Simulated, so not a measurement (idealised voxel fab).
The process module that follows is named voxel self aligned vias.
We display cut, a cross-section 225 nm in width whose square cells are each 5 nm.
Reading order for cross-sections: top band down to bottom band. Underlying form: a grid of square cells. Band size: one or more rows of cells. A band entry consists of two parts. The first gives the height of the band's top and the height of its bottom, in nm. The rest lists the band's materials from left to right, each with its width in nm. A single material labelled with the word "all across" fills the band from edge to edge, and the word "empty" marks empty space. The level at which height equals 0 is the one under which the wafer, as it arrives, is entirely one material. No lower edge exists for the bottom band, which continues downward and is notated as in "from 0 down". The width entry "30..40" should be interpreted row by row: the top row of cells in the band takes the first number, the bottom row takes the second number, and the change between adjacent rows is uniform throughout. Any step labelled "identical to before" changed none of the cells in the cross-section. "Enclosed cavity list": empty spaces of 8 cells or more with no open way to the top, each given as width x height at distance, distance from the left edge, all in nm. On a step's line, text after the settings is the simulator commenting on that step. overlay nm: mask right of planned place by this much (step with mask). Neg. = left.

Here's what the planned process steps look like:
1,RECEIVE: material Si
2,CONFORMAL_DEP: material SiO2, thk nm 15
3,CONFORMAL_DEP: material SiCN, thk nm 5
4,DIRECTIONAL_DEP: material SiO2, thk nm 25
5,MASKED_ETCH: tone open, mask id LINES, width nm 15, pitch nm 55, etch materials SiO2, depth nm 25, overlay nm 0
6,CONFORMAL_DEP: material TiN, thk nm 5
7,FILL_DEP: material W, thk nm 10
8,CMP: height nm 45
9,SELECTIVE_ETCH: etch materials W Ru TiN, depth nm 5
10,FILL_DEP: material SiN, thk nm 5
11,CMP: height nm 45
12,DIRECTIONAL_DEP: material SiO2, thk nm 15
13,MASKED_ETCH: tone open, mask id VIAS, width nm 35, pitch nm 55, etch materials SiO2, depth nm 15, overlay nm 0
14,MASKED_ETCH: tone open, mask id VIAS, width nm 35, pitch nm 55, etch materials SiN, depth nm 5, overlay nm 0
15,CONFORMAL_DEP: material TiN, thk nm 5
16,FILL_DEP: material W, thk nm 10
17,CMP: height nm 60
18,CONFORMAL_DEP: material SiN, thk nm 5
varied across the wafers: width nm of step 5. The plan shows the first wafer's value. All wafers start alike

Here's the first of the wafers in cross-section, just as we got it, i.e. after step 1:
  from 0 down: Si all across
  Enclosed cavity list: none

Cross-section of the first of several wafers once the module has run through its last step, step 18:
  from 65 to 60: SiN all across
  from 60 to 50: SiO2: 65, then TiN: 5, then W: 25, then TiN: 5, then SiO2: 20, then TiN: 5, then W: 25, then TiN: 5, then SiO2: 70
  from 50 to 45: SiO2: 65, then TiN: 15, then W: 5, then TiN: 15, then SiO2: 20, then TiN: 15, then W: 5, then TiN: 15, then SiO2: 70
  from 45 to 40: SiO2: 75, then TiN: 15, then SiO2: 40, then TiN: 15, then SiO2: 80
  from 40 to 25: SiO2: 75, then TiN: 5, then W: 5, then TiN: 5, then SiO2: 40, then TiN: 5, then W: 5, then TiN: 5, then SiO2: 80
  from 25 to 20: SiO2: 75, then TiN: 15, then SiO2: 40, then TiN: 15, then SiO2: 80
  from 20 to 15: SiCN all across
  from 15 to 0: SiO2 all across
  from 0 down: Si all across
  Enclosed cavity list: none

Cross-section, module end, final of several wafers:
  from 65 to 60: SiN all across
  from 60 to 45: SiO2: 65, then TiN: 5, then W: 25, then TiN: 5, then SiO2: 20, then TiN: 5, then W: 25, then TiN: 5, then SiO2: 70
  from 45 to 40: SiO2: 65, then TiN: 35, then SiN: 5, then SiO2: 15, then TiN: 35, then SiN: 5, then SiO2: 65
  from 40 to 25: SiO2: 65, then TiN: 5, then W: 30, then TiN: 5, then SiO2: 15, then TiN: 5, then W: 30, then TiN: 5, then SiO2: 65
  from 25 to 20: SiO2: 65, then TiN: 40, then SiO2: 15, then TiN: 40, then SiO2: 65
  from 20 to 15: SiCN all across
  from 15 to 0: SiO2 all across
  from 0 down: Si all across
  Enclosed cavity list: none

The following table contains a row per wafer, in which are reported, at the conclusion of the module, the cells of each material gained (+) or lost (-) since the wafer's receipt, with its closed voids given thereafter:
width nm 15 | +45 SiCN | +45 SiN | +423 SiO2 | +44 TiN | +28 W | Enclosed cavity list: none
width nm 20 | +45 SiCN | +45 SiN | +413 SiO2 | +46 TiN | +36 W | Enclosed cavity list: none
width nm 25 | +45 SiCN | +45 SiN | +403 SiO2 | +48 TiN | +44 W | Enclosed cavity list: none
width nm 30 | +45 SiCN | +45 SiN | +393 SiO2 | +50 TiN | +52 W | Enclosed cavity list: none
width nm 35 | +45 SiCN | +45 SiN | +383 SiO2 | +52 TiN | +60 W | Enclosed cavity list: none
width nm 40 | +45 SiCN | +47 SiN | +373 SiO2 | +54 TiN | +66 W | Enclosed cavity list: none
